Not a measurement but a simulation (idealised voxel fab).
voxel gate over fins: a process module
Square cell edge 5 nm, section width 290 nm, ID cut.
Cross-section format: a grid of square cells, given as bands from top to bottom; each band is one or more rows of cells.
A band entry consists of two parts. The first gives the height of the band's top and the height of its bottom, in nm. The rest lists the band's materials from left to right, each with its width in nm. A single material labelled with the word "all across" fills the band from edge to edge, and the word "blank" marks empty space.
Heights from 0 (as-received wafer is one material below). Bottom band endless downward, as "top 0, no bottom".
The expression "30->40" gives the width at the extremes of the band, the first number at its top row of cells and the second at its bottom row, with the width changing by equal amounts from each row to the next in between.
"nothing was modified" -> step changed no cross-section cell.
In "Closed cavity list" the enclosed voids are listed, meaning empty spaces of 8 cells or larger without any opening to the top. The form is width x height at distance, distance from the left edge, units nm.
Where a step's line continues beyond its settings, the continuation is a remark by the simulator itself on that step.
"overlay nm" answers the question of how far to the right of plan the mask lay on a step that has a mask, and when it is negative the answer is to the left.
[Steps in the process plan]
- 1: RECEIVE, material Si
- 2: CONFORMAL_DEP, material SiN, thk nm 5
- 3: MASKED_ETCH, tone cover, mask id FINS, width nm 15, pitch nm 40, etch materials SiN, depth nm 5, overlay nm 0
- 4: MASKED_ETCH, tone cover, mask id FINS, width nm 15, pitch nm 40, etch materials Si, depth nm 30, overlay nm 0
- 5: FILL_DEP, material SiO2, thk nm 10
- 6: CMP, height nm 5
- 7: SELECTIVE_ETCH, etch materials SiO2, depth nm 15
- 8: STRIP, etch materials SiN
- 9: CONFORMAL_DEP, material HfO2, thk nm 5
- 10: CONFORMAL_DEP, material TiN, thk nm 5
- 11: CONFORMAL_DEP, material TiAl, thk nm 5
- 12: CONFORMAL_DEP, material TiN, thk nm 5
- 13: FILL_DEP, material W, thk nm 10
- 14: CMP, height nm 25
- 15: CONFORMAL_DEP, material SiCN, thk nm 10
Quick note for whoever runs this: the wafers start identical, but the thk nm at step 10 isn't the same across them. The plan just shows what the first wafer had.
[So this is the first of several wafers, cross-sectioned as it came to us, meaning it's at the end of step 1]
> top 0, no bottom = Si all across
> Closed cavity list: none
[Cross-sectional representation of the first of several wafers at the end of the module, i.e. after its terminal step, step 15]
> top 35, bottom 25 = SiCN all across
> top 25, bottom 20 = W all across
> top 20, bottom 15 = W 95 nm  TiN 95 nm  W 100 nm
> top 15, bottom 10 = W 95 nm  TiN 5 nm  TiAl 85 nm  TiN 5 nm  W 100 nm
> top 10, bottom 5 = TiN 100 nm  TiAl 5 nm  TiN 35 nm  TiAl 5 nm  TiN 35 nm  TiAl 5 nm  TiN 105 nm
> top 5, bottom 0 = TiAl 105 nm  TiN 5 nm  HfO2 25 nm  TiN 5 nm  TiAl 5 nm  TiN 5 nm  HfO2 25 nm  TiN 5 nm  TiAl 110 nm
> top 0, bottom -5 = TiN 110 nm  HfO2 5 nm  Si 15 nm  HfO2 5 nm  TiN 15 nm  HfO2 5 nm  Si 15 nm  HfO2 5 nm  TiN 115 nm
> top -5, bottom -10 = HfO2 115 nm  Si 15 nm  HfO2 25 nm  Si 15 nm  HfO2 120 nm
> top -10, bottom -30 = SiO2 115 nm  Si 15 nm  SiO2 25 nm  Si 15 nm  SiO2 120 nm
> top -30, no bottom = Si all across
> Closed cavity list: none
[Module end, final wafer: cross-section]
> top 35, bottom 25 = SiCN all across
> top 25, bottom 20 = TiN 85 nm  TiAl 5 nm  TiN 105 nm  TiAl 5 nm  TiN 90 nm
> top 20, bottom 15 = TiAl 90 nm  TiN 105 nm  TiAl 95 nm
> top 15, bottom 5 = TiN all across
> top 5, bottom 0 = TiN 110 nm  HfO2 25 nm  TiN 15 nm  HfO2 25 nm  TiN 115 nm
> top 0, bottom -5 = TiN 110 nm  HfO2 5 nm  Si 15 nm  HfO2 5 nm  TiN 15 nm  HfO2 5 nm  Si 15 nm  HfO2 5 nm  TiN 115 nm
> top -5, bottom -10 = HfO2 115 nm  Si 15 nm  HfO2 25 nm  Si 15 nm  HfO2 120 nm
> top -10, bottom -30 = SiO2 115 nm  Si 15 nm  SiO2 25 nm  Si 15 nm  SiO2 120 nm
> top -30, no bottom = Si all across
> Closed cavity list: none
[each wafer at the end: cells of each material gained (+) or lost (-) since it was received, then its closed voids]
thk nm 5 | +66 HfO2 | -312 Si | +116 SiCN | +208 SiO2 | +64 TiAl | +128 TiN | +136 W | Closed cavity list: none
thk nm 10 | +66 HfO2 | -312 Si | +116 SiCN | +208 SiO2 | +62 TiAl | +192 TiN | +74 W | Closed cavity list: none
thk nm 15 | +66 HfO2 | -312 Si | +116 SiCN | +208 SiO2 | +62 TiAl | +231 TiN | +35 W | Closed cavity list: none
thk nm 20 | +66 HfO2 | -312 Si | +116 SiCN | +208 SiO2 | +39 TiAl | +289 TiN | Closed cavity list: none
